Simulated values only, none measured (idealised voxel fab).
voxel transistor to metal: a process module
Section cut is 185 nm wide and gridded with 5 nm square cells.
Cross-sections here: square-cell grids, written as top-down lists of bands, a band being one or more rows of cells. The entry gives the band's vertical extent as a top height and a bottom height in nm, then its horizontal make-up as materials from left to right, each with a width in nm. "air" stands for empty space; a single material marked "full width" fills the band edge to edge. It should be noted that heights are counted from 0, beneath which the wafer as supplied is of one material throughout, and that the lowest band possesses no lower boundary but continues downward, as written in "top 0, no bottom". Top row gets the first number, bottom row gets the second, and each row in between changes by the same step: that is how a band width like "30->40" works. Given "nothing altered" for a step, no cell of the cross-section differs between before and after that step. You'll see "Closed internal cavities" listing empty spaces that have no way open to the top, as long as they're 8 cells or more; the notation is width x height at distance, where the distance is from the left edge, and all of it is in nm. Formally, on a step line, whatever follows the settings is a remark that the simulator itself makes on the step. overlay nm: on a step with a mask, how far right of its planned place the mask lay; negative means left.

## Steps planned for the process
step 1: RECEIVE,material Si
step 2: CONFORMAL_DEP,material SiO2,thk nm 5
step 3: CONFORMAL_DEP,material SiN,thk nm 15
step 4: PATTERN,tone cover,mask id ACTIVE,material resist,width nm 105,thk nm 15,overlay nm 0
step 5: DIRECTIONAL_ETCH,etch materials SiN,depth nm 15
step 6: DIRECTIONAL_ETCH,etch materials SiO2,depth nm 5
step 7: DIRECTIONAL_ETCH,etch materials Si,depth nm 20
step 8: STRIP,etch materials resist
step 9: FILL_DEP,material SiO2,thk nm 15
step 10: CMP,height nm 20
step 11: SELECTIVE_ETCH,etch materials SiO2,depth nm 10
step 12: STRIP,etch materials SiN
step 13: SELECTIVE_ETCH,etch materials SiO2,depth nm 5
step 14: OXIDIZE,depth nm 5
step 15: DIRECTIONAL_DEP,material polySi,thk nm 25
step 16: DIRECTIONAL_DEP,material SiCN,thk nm 10
step 17: DIRECTIONAL_DEP,material aC,thk nm 15
step 18: PATTERN,tone cover,mask id GATE,material resist,width nm 15,thk nm 30,overlay nm 0
step 19: DIRECTIONAL_ETCH,etch materials aC,depth nm 15
step 20: STRIP,etch materials resist
step 21: DIRECTIONAL_ETCH,etch materials SiCN,depth nm 20
step 22: DIRECTIONAL_ETCH,etch materials polySi,depth nm 35
step 23: STRIP,etch materials aC
step 24: CONFORMAL_DEP,material SiO2,thk nm 5
step 25: DIRECTIONAL_ETCH,etch materials SiO2,depth nm 5
step 26: CONFORMAL_DEP,material SiN,thk nm 5
step 27: DIRECTIONAL_ETCH,etch materials SiN,depth nm 5
step 28: DIRECTIONAL_ETCH,etch materials SiO2,depth nm 5
step 29: DIRECTIONAL_ETCH,etch materials Si,depth nm 5
step 30: EPI,material nSi,thk nm 10
step 31: FILL_DEP,material SiO2,thk nm 5
step 32: CMP,height nm 25
step 33: STRIP,etch materials polySi
step 34: SELECTIVE_ETCH,etch materials SiO2,depth nm 5
step 35: CONFORMAL_DEP,material HfO2,thk nm 5
step 36: CONFORMAL_DEP,material TiN,thk nm 5
step 37: FILL_DEP,material W,thk nm 10
step 38: CMP,height nm 20
step 39: DIRECTIONAL_DEP,material SiO2,thk nm 15
step 40: MASKED_ETCH,tone open,mask id CONTACT,width nm 15,pitch nm 70,etch materials SiO2,depth nm 35,overlay nm 0
step 41: CONFORMAL_DEP,material TiN,thk nm 5
step 42: FILL_DEP,material Ru,thk nm 10
step 43: CMP,height nm 35
step 44: CONFORMAL_DEP,material SiCN,thk nm 5
step 45: DIRECTIONAL_DEP,material lowk,thk nm 20
step 46: MASKED_ETCH,tone open,mask id METAL_1,width nm 15,pitch nm 70,etch materials lowk,depth nm 20,overlay nm 0
step 47: MASKED_ETCH,tone open,mask id METAL_1,width nm 15,pitch nm 70,etch materials SiCN,depth nm 5,overlay nm 0
step 48: CONFORMAL_DEP,material TiN,thk nm 5
step 49: FILL_DEP,material Cu,thk nm 5
step 50: CMP,height nm 60
step 51: EPI,material Ru,thk nm 5
step 52: FILL_DEP,material SiCN,thk nm 5
step 53: DIRECTIONAL_DEP,material SiO2,thk nm 30
step 54: PATTERN,tone open,mask id METAL_2,material resist,width nm 15,pitch nm 70,thk nm 15,overlay nm 0
step 55: DIRECTIONAL_ETCH,etch materials SiO2,depth nm 20
step 56: STRIP,etch materials resist
step 57: MASKED_ETCH,tone open,mask id METAL_2_HOLES,width nm 15,pitch nm 70,etch materials SiO2,depth nm 10,overlay nm 0
step 58: MASKED_ETCH,tone open,mask id METAL_2_HOLES,width nm 15,pitch nm 70,etch materials SiCN,depth nm 5,overlay nm 0
step 59: CONFORMAL_DEP,material TiN,thk nm 5
step 60: FILL_DEP,material Ru,thk nm 5
step 61: CMP,height nm 100
step 62: CONFORMAL_DEP,material SiCN,thk nm 5
Quick note for whoever runs this: the wafers start identical, but the width nm at step 18 isn't the same across them. The plan just shows what the first wafer had.

## First of several wafers, received after step 1, in cross-section
	top 0, no bottom = Si full width
	Closed internal cavities: none

## Quick look at the cross-section of the first of several wafers after step 62, which wraps up the module
	top 105, bottom 100 = SiCN full width
	top 100, bottom 70 = 50 SiO2; 5 TiN; 5 Ru; 5 TiN; 55 SiO2; 5 TiN; 5 Ru; 5 TiN; 50 SiO2
	top 70, bottom 65 = 50 SiCN; 15 TiN; 55 SiCN; 15 TiN; 50 SiCN
	top 65, bottom 60 = 45 SiCN; 25 Ru; 45 SiCN; 25 Ru; 45 SiCN
	top 60, bottom 40 = 50 lowk; 5 TiN; 5 Cu; 5 TiN; 55 lowk; 5 TiN; 5 Cu; 5 TiN; 50 lowk
	top 40, bottom 35 = 50 SiCN; 15 TiN; 55 SiCN; 15 TiN; 50 SiCN
	top 35, bottom 20 = 50 SiO2; 5 TiN; 5 Ru; 5 TiN; 55 SiO2; 5 TiN; 5 Ru; 5 TiN; 50 SiO2
	top 20, bottom 10 = 50 SiO2; 5 TiN; 5 Ru; 5 TiN; 10 SiO2; 5 SiN; 5 HfO2; 5 TiN; 5 W; 5 TiN; 5 HfO2; 5 SiN; 10 SiO2; 5 TiN; 5 Ru; 5 TiN; 50 SiO2
	top 10, bottom 5 = 50 SiO2; 15 TiN; 10 SiO2; 5 SiN; 5 HfO2; 5 TiN; 5 W; 5 TiN; 5 HfO2; 5 SiN; 10 SiO2; 15 TiN; 50 SiO2
	top 5, bottom 0 = 40 SiO2; 5 SiN; 10 nSi; 10 TiN; 10 nSi; 5 SiN; 5 HfO2; 15 TiN; 5 HfO2; 5 SiN; 10 nSi; 10 TiN; 10 nSi; 5 SiN; 40 SiO2
	top 0, bottom -5 = 45 SiO2; 30 nSi; 5 SiO2; 25 HfO2; 5 SiO2; 30 nSi; 45 SiO2
	top -5, bottom -10 = 40 SiO2; 5 Si; 30 nSi; 35 Si; 30 nSi; 5 Si; 40 SiO2
	top -10, bottom -20 = 40 SiO2; 105 Si; 40 SiO2
	top -20, no bottom = Si full width
	Closed internal cavities: none

## last wafer at the end
	top 105, bottom 100 = SiCN full width
	top 100, bottom 70 = 50 SiO2; 5 TiN; 5 Ru; 5 TiN; 55 SiO2; 5 TiN; 5 Ru; 5 TiN; 50 SiO2
	top 70, bottom 65 = 50 SiCN; 15 TiN; 55 SiCN; 15 TiN; 50 SiCN
	top 65, bottom 60 = 45 SiCN; 25 Ru; 45 SiCN; 25 Ru; 45 SiCN
	top 60, bottom 40 = 50 lowk; 5 TiN; 5 Cu; 5 TiN; 55 lowk; 5 TiN; 5 Cu; 5 TiN; 50 lowk
	top 40, bottom 35 = 50 SiCN; 15 TiN; 55 SiCN; 15 TiN; 50 SiCN
	top 35, bottom 25 = 50 SiO2; 5 TiN; 5 Ru; 5 TiN; 55 SiO2; 5 TiN; 5 Ru; 5 TiN; 50 SiO2
	top 25, bottom 20 = 50 SiO2; 5 TiN; 5 Ru; 5 TiN; 55 SiO2; 15 TiN; 50 SiO2
	top 20, bottom 10 = 50 SiO2; 5 TiN; 5 Ru; 5 TiN; 5 SiN; 5 HfO2; 5 TiN; 30 W; 5 TiN; 5 HfO2; 5 SiN; 10 TiN; 50 SiO2
	top 10, bottom 5 = 50 SiO2; 15 TiN; 5 SiN; 5 HfO2; 5 TiN; 30 W; 5 TiN; 5 HfO2; 5 SiN; 10 TiN; 50 SiO2
	top 5, bottom 0 = 40 SiO2; 5 SiN; 20 nSi; 5 SiN; 5 HfO2; 40 TiN; 5 HfO2; 5 SiN; 15 nSi; 5 SiN; 40 SiO2
	top 0, bottom -5 = 45 SiO2; 20 nSi; 5 SiO2; 50 HfO2; 5 SiO2; 15 nSi; 45 SiO2
	top -5, bottom -10 = 40 SiO2; 5 Si; 20 nSi; 60 Si; 15 nSi; 5 Si; 40 SiO2
	top -10, bottom -20 = 40 SiO2; 105 Si; 40 SiO2
	top -20, no bottom = Si full width
	Closed internal cavities: none

## Below, a row for every wafer. Read it as the end-of-module picture: for each material the wafer shows its cells gained (+) or lost (-) since it was received, and then its closed voids
width nm 15; +8 Cu; +13 HfO2; +32 Ru; -97 Si; +126 SiCN; +10 SiN; +435 SiO2; +91 TiN; +3 W; +124 lowk; +32 nSi; Closed internal cavities: none
width nm 20; +8 Cu; +14 HfO2; +32 Ru; -96 Si; +126 SiCN; +10 SiN; +432 SiO2; +91 TiN; +6 W; +124 lowk; +30 nSi; Closed internal cavities: none
width nm 25; +8 Cu; +15 HfO2; +32 Ru; -95 Si; +126 SiCN; +10 SiN; +429 SiO2; +91 TiN; +9 W; +124 lowk; +28 nSi; Closed internal cavities: none
width nm 30; +8 Cu; +16 HfO2; +32 Ru; -94 Si; +126 SiCN; +10 SiN; +426 SiO2; +91 TiN; +12 W; +124 lowk; +26 nSi; Closed internal cavities: none
width nm 35; +8 Cu; +17 HfO2; +32 Ru; -93 Si; +126 SiCN; +10 SiN; +423 SiO2; +91 TiN; +15 W; +124 lowk; +24 nSi; Closed internal cavities: none
width nm 40; +8 Cu; +18 HfO2; +29 Ru; -92 Si; +126 SiCN; +10 SiN; +423 SiO2; +92 TiN; +18 W; +124 lowk; +21 nSi; Closed internal cavities: none
